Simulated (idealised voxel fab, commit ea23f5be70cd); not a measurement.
The process module that follows is named voxel self aligned vias.
Cross-sectional view cut (width: 225 nm; square cell size: 5 nm).
In what follows, cross-sections appear as grids of square cells, described through bands that run from the top down, where every band is one or more rows of cells. In this notation a band is specified by the heights of its top and bottom, in that order and in nm, after which its materials appear from left to right, each paired with its width in nm. The word "throughout" attached to a single material means that material fills the band from edge to edge; the word "empty" stands for empty space. Height is counted from the level 0, under which the received wafer is composed throughout of one material. The lowest of the bands is not closed at the bottom but continues downward, in the notation "from 0 down". Width spec "30 to 40" -> top row of cells at first value, bottom row at second value, equal per-row change in between. "stayed the same" (step): cross-section cells unchanged, all of them. Basically, "Completely sealed voids" tells you about the enclosed voids: empty spaces with no open way to the top, 8 cells or bigger, each written width x height at distance, where distance is from the left edge, all in nm. Whatever follows a step's settings on its line is a remark the simulator itself makes about that step. overlay nm: where the mask lay relative to plan, measured to the right, on steps with a mask; negatives go left.
BELOW IS THE LIST OF PLANNED PROCESS STEPS
1,RECEIVE | material Si
2,CONFORMAL_DEP | material SiO2 | thk nm 15
3,CONFORMAL_DEP | material SiCN | thk nm 5
4,DIRECTIONAL_DEP | material SiO2 | thk nm 20
5,PATTERN | tone open | mask id LINES | material resist | width nm 20 | pitch nm 50 | thk nm 20 | overlay nm 0
6,DIRECTIONAL_ETCH | etch materials SiO2 | depth nm 20
7,STRIP | etch materials resist
8,CONFORMAL_DEP | material TiN | thk nm 5
9,FILL_DEP | material Ru | thk nm 5
10,CMP | height nm 40
11,SELECTIVE_ETCH | etch materials W Ru TiN | depth nm 5
12,FILL_DEP | material SiN | thk nm 5
13,CMP | height nm 40
14,DIRECTIONAL_DEP | material SiO2 | thk nm 15
15,DIRECTIONAL_DEP | material aC | thk nm 10
16,PATTERN | tone open | mask id VIAS | material resist | width nm 30 | pitch nm 50 | thk nm 25 | overlay nm 0
17,DIRECTIONAL_ETCH | etch materials aC | depth nm 10
18,STRIP | etch materials resist
19,DIRECTIONAL_ETCH | etch materials SiO2 | depth nm 15
20,DIRECTIONAL_ETCH | etch materials SiN | depth nm 5
21,STRIP | etch materials aC
22,CONFORMAL_DEP | material TiN | thk nm 5
23,FILL_DEP | material Ru | thk nm 5
24,CMP | height nm 55
25,CONFORMAL_DEP | material SiN | thk nm 5
FIRST OF TWO WAFERS, WITH THE RUN CARRIED OUT AS PLANNED
WAFER CROSS-SECTION ON RECEIPT, I.E. AFTER STEP 1
- from 0 down | Si throughout
- Completely sealed voids: none
CROSS-SECTION OF THE WAFER AFTER STEP 2
- from 15 to 0 | SiO2 throughout
- Below a height of 0, the structure has not been altered.
CROSS-SECTION OF THE WAFER AFTER STEP 3
- from 20 to 15 | SiCN throughout
- Below a height of 15, the structure has not been altered.
CROSS-SECTION OF THE WAFER AFTER STEP 4
- from 40 to 20 | SiO2 throughout
- Below a height of 20, the structure has not been altered.
CROSS-SECTION OF THE WAFER AFTER STEP 5
- from 60 to 40 | resist (50), empty (20), resist (30), empty (20), resist (30), empty (20), resist (55)
- Below a height of 40, the structure has not been altered.
CROSS-SECTION OF THE WAFER AFTER STEP 6
- from 60 to 40 | resist (50), empty (20), resist (30), empty (20), resist (30), empty (20), resist (55)
- from 40 to 20 | SiO2 (50), empty (20), SiO2 (30), empty (20), SiO2 (30), empty (20), SiO2 (55)
- Below a height of 20, the structure has not been altered.
CROSS-SECTION OF THE WAFER AFTER STEP 7
- from 40 to 20 | SiO2 (50), empty (20), SiO2 (30), empty (20), SiO2 (30), empty (20), SiO2 (55)
- Below a height of 20, the structure has not been altered.
CROSS-SECTION OF THE WAFER AFTER STEP 8
- from 45 to 40 | TiN (55), empty (10), TiN (40), empty (10), TiN (40), empty (10), TiN (60)
- from 40 to 25 | SiO2 (50), TiN (5), empty (10), TiN (5), SiO2 (30), TiN (5), empty (10), TiN (5), SiO2 (30), TiN (5), empty (10), TiN (5), SiO2 (55)
- from 25 to 20 | SiO2 (50), TiN (20), SiO2 (30), TiN (20), SiO2 (30), TiN (20), SiO2 (55)
- Below a height of 20, the structure has not been altered.
CROSS-SECTION OF THE WAFER AFTER STEP 9
- from 50 to 45 | Ru throughout
- from 45 to 40 | TiN (55), Ru (10), TiN (40), Ru (10), TiN (40), Ru (10), TiN (60)
- from 40 to 25 | SiO2 (50), TiN (5), Ru (10), TiN (5), SiO2 (30), TiN (5), Ru (10), TiN (5), SiO2 (30), TiN (5), Ru (10), TiN (5), SiO2 (55)
- Below a height of 25, the structure has not been altered.
CROSS-SECTION OF THE WAFER AFTER STEP 10
- from 40 to 25 | SiO2 (50), TiN (5), Ru (10), TiN (5), SiO2 (30), TiN (5), Ru (10), TiN (5), SiO2 (30), TiN (5), Ru (10), TiN (5), SiO2 (55)
- Below a height of 25, the structure has not been altered.
CROSS-SECTION OF THE WAFER AFTER STEP 11
- from 40 to 35 | SiO2 (50), empty (20), SiO2 (30), empty (20), SiO2 (30), empty (20), SiO2 (55)
- Below a height of 35, the structure has not been altered.
CROSS-SECTION OF THE WAFER AFTER STEP 12
- from 45 to 40 | SiN throughout
- from 40 to 35 | SiO2 (50), SiN (20), SiO2 (30), SiN (20), SiO2 (30), SiN (20), SiO2 (55)
- Below a height of 35, the structure has not been altered.
CROSS-SECTION OF THE WAFER AFTER STEP 13
- from 40 to 35 | SiO2 (50), SiN (20), SiO2 (30), SiN (20), SiO2 (30), SiN (20), SiO2 (55)
- Below a height of 35, the structure has not been altered.
CROSS-SECTION OF THE WAFER AFTER STEP 14
- from 55 to 40 | SiO2 throughout
- Below a height of 40, the structure has not been altered.
CROSS-SECTION OF THE WAFER AFTER STEP 15
- from 65 to 55 | aC throughout
- Below a height of 55, the structure has not been altered.
CROSS-SECTION OF THE WAFER AFTER STEP 16
- from 90 to 65 | resist (45), empty (30), resist (20), empty (30), resist (20), empty (30), resist (50)
- Below a height of 65, the structure has not been altered.
CROSS-SECTION OF THE WAFER AFTER STEP 17
- from 80 to 65 | resist (45), empty (30), resist (20), empty (30), resist (20), empty (30), resist (50)
- from 65 to 55 | aC (45), empty (30), aC (20), empty (30), aC (20), empty (30), aC (50)
- Below a height of 55, the structure has not been altered.
CROSS-SECTION OF THE WAFER AFTER STEP 18
- from 65 to 55 | aC (45), empty (30), aC (20), empty (30), aC (20), empty (30), aC (50)
- Below a height of 55, the structure has not been altered.
CROSS-SECTION OF THE WAFER AFTER STEP 19
- from 65 to 55 | aC (45), empty (30), aC (20), empty (30), aC (20), empty (30), aC (50)
- from 55 to 40 | SiO2 (45), empty (30), SiO2 (20), empty (30), SiO2 (20), empty (30), SiO2 (50)
- Below a height of 40, the structure has not been altered.
CROSS-SECTION OF THE WAFER AFTER STEP 20
- from 65 to 55 | aC (45), empty (30), aC (20), empty (30), aC (20), empty (30), aC (50)
- from 55 to 40 | SiO2 (45), empty (30), SiO2 (20), empty (30), SiO2 (20), empty (30), SiO2 (50)
- from 40 to 35 | SiO2 (50), empty (20), SiO2 (30), empty (20), SiO2 (30), empty (20), SiO2 (55)
- Below a height of 35, the structure has not been altered.
CROSS-SECTION OF THE WAFER AFTER STEP 21
- from 55 to 40 | SiO2 (45), empty (30), SiO2 (20), empty (30), SiO2 (20), empty (30), SiO2 (50)
- Below a height of 40, the structure has not been altered.
CROSS-SECTION OF THE WAFER AFTER STEP 22
- from 60 to 55 | TiN (50), empty (20), TiN (30), empty (20), TiN (30), empty (20), TiN (55)
- from 55 to 45 | SiO2 (45), TiN (5), empty (20), TiN (5), SiO2 (20), TiN (5), empty (20), TiN (5), SiO2 (20), TiN (5), empty (20), TiN (5), SiO2 (50)
- from 45 to 40 | SiO2 (45), TiN (10), empty (10), TiN (10), SiO2 (20), TiN (10), empty (10), TiN (10), SiO2 (20), TiN (10), empty (10), TiN (10), SiO2 (50)
- from 40 to 35 | SiO2 (50), TiN (20), SiO2 (30), TiN (20), SiO2 (30), TiN (20), SiO2 (55)
- Below a height of 35, the structure has not been altered.
CROSS-SECTION OF THE WAFER AFTER STEP 23
- from 65 to 60 | Ru throughout
- from 60 to 55 | TiN (50), Ru (20), TiN (30), Ru (20), TiN (30), Ru (20), TiN (55)
- from 55 to 45 | SiO2 (45), TiN (5), Ru (20), TiN (5), SiO2 (20), TiN (5), Ru (20), TiN (5), SiO2 (20), TiN (5), Ru (20), TiN (5), SiO2 (50)
- from 45 to 40 | SiO2 (45), TiN (10), Ru (10), TiN (10), SiO2 (20), TiN (10), Ru (10), TiN (10), SiO2 (20), TiN (10), Ru (10), TiN (10), SiO2 (50)
- Below a height of 40, the structure has not been altered.
CROSS-SECTION OF THE WAFER AFTER STEP 24
- from 55 to 45 | SiO2 (45), TiN (5), Ru (20), TiN (5), SiO2 (20), TiN (5), Ru (20), TiN (5), SiO2 (20), TiN (5), Ru (20), TiN (5), SiO2 (50)
- Below a height of 45, the structure has not been altered.
CROSS-SECTION OF THE WAFER AFTER STEP 25
- from 60 to 55 | SiN throughout
- Below a height of 55, the structure has not been altered.
SECOND WAFER - SHARED START AND PLAN WITH THE FIRST - ONE ERROR IN RUNNING - SAME AS THE FIRST UP TO STEP 2 INCLUSIVE
Look at the second wafer in cross-section at the time step 3 ought to have finished: stayed the same
LOOK AT THE SECOND WAFER IN CROSS-SECTION AT THE TIME STEP 4 OUGHT TO HAVE FINISHED
- from 35 to 0 | SiO2 throughout
- Below a height of 0, the structure has not been altered.
LOOK AT THE SECOND WAFER IN CROSS-SECTION AT THE TIME STEP 5 OUGHT TO HAVE FINISHED
- from 55 to 35 | resist (50), empty (20), resist (30), empty (20), resist (30), empty (20), resist (55)
- Below a height of 35, the structure has not been altered.
LOOK AT THE SECOND WAFER IN CROSS-SECTION AT THE TIME STEP 6 OUGHT TO HAVE FINISHED
- from 55 to 35 | resist (50), empty (20), resist (30), empty (20), resist (30), empty (20), resist (55)
- from 35 to 15 | SiO2 (50), empty (20), SiO2 (30), empty (20), SiO2 (30), empty (20), SiO2 (55)
- Below a height of 15, the structure has not been altered.
LOOK AT THE SECOND WAFER IN CROSS-SECTION AT THE TIME STEP 7 OUGHT TO HAVE FINISHED
- from 35 to 15 | SiO2 (50), empty (20), SiO2 (30), empty (20), SiO2 (30), empty (20), SiO2 (55)
- Below a height of 15, the structure has not been altered.
LOOK AT THE SECOND WAFER IN CROSS-SECTION AT THE TIME STEP 8 OUGHT TO HAVE FINISHED
- from 40 to 35 | TiN (55), empty (10), TiN (40), empty (10), TiN (40), empty (10), TiN (60)
- from 35 to 20 | SiO2 (50), TiN (5), empty (10), TiN (5), SiO2 (30), TiN (5), empty (10), TiN (5), SiO2 (30), TiN (5), empty (10), TiN (5), SiO2 (55)
- from 20 to 15 | SiO2 (50), TiN (20), SiO2 (30), TiN (20), SiO2 (30), TiN (20), SiO2 (55)
- Below a height of 15, the structure has not been altered.
LOOK AT THE SECOND WAFER IN CROSS-SECTION AT THE TIME STEP 9 OUGHT TO HAVE FINISHED
- from 45 to 40 | Ru throughout
- from 40 to 35 | TiN (55), Ru (10), TiN (40), Ru (10), TiN (40), Ru (10), TiN (60)
- from 35 to 20 | SiO2 (50), TiN (5), Ru (10), TiN (5), SiO2 (30), TiN (5), Ru (10), TiN (5), SiO2 (30), TiN (5), Ru (10), TiN (5), SiO2 (55)
- Below a height of 20, the structure has not been altered.
LOOK AT THE SECOND WAFER IN CROSS-SECTION AT THE TIME STEP 10 OUGHT TO HAVE FINISHED
- from 40 to 35 | TiN (55), Ru (10), TiN (40), Ru (10), TiN (40), Ru (10), TiN (60)
- Below a height of 35, the structure has not been altered.
LOOK AT THE SECOND WAFER IN CROSS-SECTION AT THE TIME STEP 11 OUGHT TO HAVE FINISHED
- from 35 to 20 | SiO2 (50), TiN (5), Ru (10), TiN (5), SiO2 (30), TiN (5), Ru (10), TiN (5), SiO2 (30), TiN (5), Ru (10), TiN (5), SiO2 (55)
- Below a height of 20, the structure has not been altered.
LOOK AT THE SECOND WAFER IN CROSS-SECTION AT THE TIME STEP 12 OUGHT TO HAVE FINISHED
- from 40 to 35 | SiN throughout
- Below a height of 35, the structure has not been altered.
Look at the second wafer in cross-section at the time step 13 ought to have finished: stayed the same
LOOK AT THE SECOND WAFER IN CROSS-SECTION AT THE TIME STEP 14 OUGHT TO HAVE FINISHED
- from 55 to 40 | SiO2 throughout
- Below a height of 40, the structure has not been altered.
LOOK AT THE SECOND WAFER IN CROSS-SECTION AT THE TIME STEP 15 OUGHT TO HAVE FINISHED
- from 65 to 55 | aC throughout
- Below a height of 55, the structure has not been altered.
LOOK AT THE SECOND WAFER IN CROSS-SECTION AT THE TIME STEP 16 OUGHT TO HAVE FINISHED
- from 90 to 65 | resist (45), empty (30), resist (20), empty (30), resist (20), empty (30), resist (50)
- Below a height of 65, the structure has not been altered.
LOOK AT THE SECOND WAFER IN CROSS-SECTION AT THE TIME STEP 17 OUGHT TO HAVE FINISHED
- from 80 to 65 | resist (45), empty (30), resist (20), empty (30), resist (20), empty (30), resist (50)
- from 65 to 55 | aC (45), empty (30), aC (20), empty (30), aC (20), empty (30), aC (50)
- Below a height of 55, the structure has not been altered.
LOOK AT THE SECOND WAFER IN CROSS-SECTION AT THE TIME STEP 18 OUGHT TO HAVE FINISHED
- from 65 to 55 | aC (45), empty (30), aC (20), empty (30), aC (20), empty (30), aC (50)
- Below a height of 55, the structure has not been altered.
LOOK AT THE SECOND WAFER IN CROSS-SECTION AT THE TIME STEP 19 OUGHT TO HAVE FINISHED
- from 65 to 55 | aC (45), empty (30), aC (20), empty (30), aC (20), empty (30), aC (50)
- from 55 to 40 | SiO2 (45), empty (30), SiO2 (20), empty (30), SiO2 (20), empty (30), SiO2 (50)
- Below a height of 40, the structure has not been altered.
LOOK AT THE SECOND WAFER IN CROSS-SECTION AT THE TIME STEP 20 OUGHT TO HAVE FINISHED
- from 65 to 55 | aC (45), empty (30), aC (20), empty (30), aC (20), empty (30), aC (50)
- from 55 to 40 | SiO2 (45), empty (30), SiO2 (20), empty (30), SiO2 (20), empty (30), SiO2 (50)
- from 40 to 35 | SiN (45), empty (30), SiN (20), empty (30), SiN (20), empty (30), SiN (50)
- Below a height of 35, the structure has not been altered.
LOOK AT THE SECOND WAFER IN CROSS-SECTION AT THE TIME STEP 21 OUGHT TO HAVE FINISHED
- from 55 to 40 | SiO2 (45), empty (30), SiO2 (20), empty (30), SiO2 (20), empty (30), SiO2 (50)
- Below a height of 40, the structure has not been altered.
LOOK AT THE SECOND WAFER IN CROSS-SECTION AT THE TIME STEP 22 OUGHT TO HAVE FINISHED
- from 60 to 55 | TiN (50), empty (20), TiN (30), empty (20), TiN (30), empty (20), TiN (55)
- from 55 to 40 | SiO2 (45), TiN (5), empty (20), TiN (5), SiO2 (20), TiN (5), empty (20), TiN (5), SiO2 (20), TiN (5), empty (20), TiN (5), SiO2 (50)
- from 40 to 35 | SiN (45), TiN (30), SiN (20), TiN (30), SiN (20), TiN (30), SiN (50)
- Below a height of 35, the structure has not been altered.
LOOK AT THE SECOND WAFER IN CROSS-SECTION AT THE TIME STEP 23 OUGHT TO HAVE FINISHED
- from 65 to 60 | Ru throughout
- from 60 to 55 | TiN (50), Ru (20), TiN (30), Ru (20), TiN (30), Ru (20), TiN (55)
- from 55 to 40 | SiO2 (45), TiN (5), Ru (20), TiN (5), SiO2 (20), TiN (5), Ru (20), TiN (5), SiO2 (20), TiN (5), Ru (20), TiN (5), SiO2 (50)
- Below a height of 40, the structure has not been altered.
LOOK AT THE SECOND WAFER IN CROSS-SECTION AT THE TIME STEP 24 OUGHT TO HAVE FINISHED
- from 55 to 40 | SiO2 (45), TiN (5), Ru (20), TiN (5), SiO2 (20), TiN (5), Ru (20), TiN (5), SiO2 (20), TiN (5), Ru (20), TiN (5), SiO2 (50)
- Below a height of 40, the structure has not been altered.
LOOK AT THE SECOND WAFER IN CROSS-SECTION AT THE TIME STEP 25 OUGHT TO HAVE FINISHED
- from 60 to 55 | SiN throughout
- Below a height of 55, the structure has not been altered.
Plan not followed: skipped: plan step 3 (never run)
Count the cells at the end and the second wafer has more or fewer of some materials than the first: Ru: 12 more | SiCN: 45 fewer | SiN: 27 more | TiN: 6 more
